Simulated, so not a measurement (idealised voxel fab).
Module name: voxel capacitor over wiring (process module)
This is section cut - it's 270 nm across, gridded in 5 nm square cells.
Cross-section spec: square-cell grid; bands listed top down; each band is one or more rows. Read a band's entry like this: the first values are the height of its top and the height of its bottom in nm, and what follows is the sequence of materials from left to right, each with its width in nm. Note that "air" is empty space, and that a single material marked "edge to edge" reaches across the band from edge to edge. We count height from 0. Below that, the starting wafer is all one material. The lowest band never ends at the bottom but goes on down; see "0 and below" for how that is written. A width given as "30->40" starts at the first number in the band's top row and ends at the second number in its bottom row, shifting by an equal amount at every step from row to row. "remained unchanged" for a step: no cell of the cross-section changed in that step. In "Entrapped void list" the enclosed voids are listed, meaning empty spaces of 8 cells or larger without any opening to the top. The form is width x height at distance, distance from the left edge, units nm. It should be noted that, on the line of a given step, the content following the step's settings is a remark produced by the simulator itself with respect to that step. "overlay nm", when on a step's line for a step with a mask, measures how far to the right of its planned place the mask lay; a negative measure means to the left.
**Steps planned for the process**
1 RECEIVE (material Si)
2 CONFORMAL_DEP (material SiO2; thk nm 15)
3 CONFORMAL_DEP (material SiCN; thk nm 5)
4 DIRECTIONAL_DEP (material SiO2; thk nm 20)
5 PATTERN (tone open; mask id METAL_1; material resist; width nm 30; pitch nm 80; thk nm 20; overlay nm 0)
6 DIRECTIONAL_ETCH (etch materials SiO2; depth nm 20)
7 DIRECTIONAL_ETCH (etch materials SiCN; depth nm 5)
8 STRIP (etch materials resist)
9 CONFORMAL_DEP (material TiN; thk nm 5)
10 FILL_DEP (material Cu; thk nm 5)
11 CMP (height nm 40)
12 EPI (material Ru; thk nm 5)
13 FILL_DEP (material SiCN; thk nm 5)
14 DIRECTIONAL_DEP (material lowk; thk nm 20)
15 PATTERN (tone open; mask id PLUG_1; material resist; width nm 15; thk nm 15; overlay nm 0)
16 DIRECTIONAL_ETCH (etch materials lowk; depth nm 20)
17 DIRECTIONAL_ETCH (etch materials SiCN; depth nm 5)
18 STRIP (etch materials resist)
19 EPI (material Ru; thk nm 10)
20 EPI (material Ru; thk nm 10)
21 EPI (material Ru; thk nm 5)
22 DIRECTIONAL_DEP (material TiN; thk nm 5)
23 DIRECTIONAL_DEP (material Al2O3; thk nm 5)
24 DIRECTIONAL_DEP (material TiN; thk nm 10)
25 DIRECTIONAL_DEP (material aC; thk nm 15)
26 PATTERN (tone cover; mask id UPPER_PLATE; material resist; width nm 55; thk nm 35; overlay nm 0)
27 DIRECTIONAL_ETCH (etch materials aC; depth nm 15)
28 STRIP (etch materials resist)
29 DIRECTIONAL_ETCH (etch materials TiN; depth nm 10)
30 DIRECTIONAL_ETCH (etch materials Al2O3; depth nm 5)
31 STRIP (etch materials aC)
32 MASKED_ETCH (tone cover; mask id LOWER_PLATE; width nm 65; etch materials TiN; depth nm 5; overlay nm 0)
33 FILL_DEP (material SiO2; thk nm 20)
34 CMP (height nm 105)
35 PATTERN (tone open; mask id PLUG_2; material resist; width nm 15; thk nm 15; overlay nm 0)
36 DIRECTIONAL_ETCH (etch materials SiO2; depth nm 15)
37 STRIP (etch materials resist)
38 CONFORMAL_DEP (material TiN; thk nm 5)
39 FILL_DEP (material W; thk nm 10)
40 CMP (height nm 105)
41 CONFORMAL_DEP (material SiN; thk nm 5)
**Incoming wafer, cross-sectional view, post step 1**
- 0 and below = Si edge to edge
- Entrapped void list: none
**Cross-sectional view of the first of the two wafers upon completion of the module, processed in accordance with the plan**
- 110 down to 105 = SiN edge to edge
- 105 down to 95 = 105 nm SiO2  5 nm TiN  5 nm W  5 nm TiN  150 nm SiO2
- 95 down to 90 = 105 nm SiO2  15 nm TiN  150 nm SiO2
- 90 down to 80 = 95 nm SiO2  55 nm TiN  120 nm SiO2
- 80 down to 75 = 95 nm SiO2  55 nm Al2O3  120 nm SiO2
- 75 down to 70 = 90 nm SiO2  65 nm TiN  115 nm SiO2
- 70 down to 50 = 95 nm lowk  15 nm Ru  160 nm lowk
- 50 down to 45 = 95 nm SiCN  15 nm Ru  160 nm SiCN
- 45 down to 40 = 75 nm SiCN  40 nm Ru  40 nm SiCN  40 nm Ru  75 nm SiCN
- 40 down to 20 = 80 nm SiO2  5 nm TiN  20 nm Cu  5 nm TiN  50 nm SiO2  5 nm TiN  20 nm Cu  5 nm TiN  80 nm SiO2
- 20 down to 15 = 80 nm SiCN  30 nm TiN  50 nm SiCN  30 nm TiN  80 nm SiCN
- 15 down to 0 = SiO2 edge to edge
- 0 and below = Si edge to edge
- Entrapped void list: none
**End-of-module cross-section of the second wafer: identical starting point and process plan to the first, with one processing mistake**
- 110 down to 105 = SiN edge to edge
- 105 down to 95 = 105 nm SiO2  5 nm TiN  5 nm W  5 nm TiN  150 nm SiO2
- 95 down to 90 = 105 nm SiO2  15 nm TiN  150 nm SiO2
- 90 down to 85 = SiO2 edge to edge
- 85 down to 75 = 95 nm SiO2  55 nm TiN  120 nm SiO2
- 75 down to 70 = 90 nm SiO2  65 nm TiN  115 nm SiO2
- 70 down to 50 = 95 nm lowk  15 nm Ru  160 nm lowk
- 50 down to 45 = 95 nm SiCN  15 nm Ru  160 nm SiCN
- 45 down to 40 = 75 nm SiCN  40 nm Ru  40 nm SiCN  40 nm Ru  75 nm SiCN
- 40 down to 20 = 80 nm SiO2  5 nm TiN  20 nm Cu  5 nm TiN  50 nm SiO2  5 nm TiN  20 nm Cu  5 nm TiN  80 nm SiO2
- 20 down to 15 = 80 nm SiCN  30 nm TiN  50 nm SiCN  30 nm TiN  80 nm SiCN
- 15 down to 0 = SiO2 edge to edge
- 0 and below = Si edge to edge
- Entrapped void list: none
In executing the process, a mistake was made relative to the plan: step 23 was left out
Final tally in cells, some materials are higher or lower on the second wafer than on the first: Al2O3: 11 fewer; SiO2: 11 more
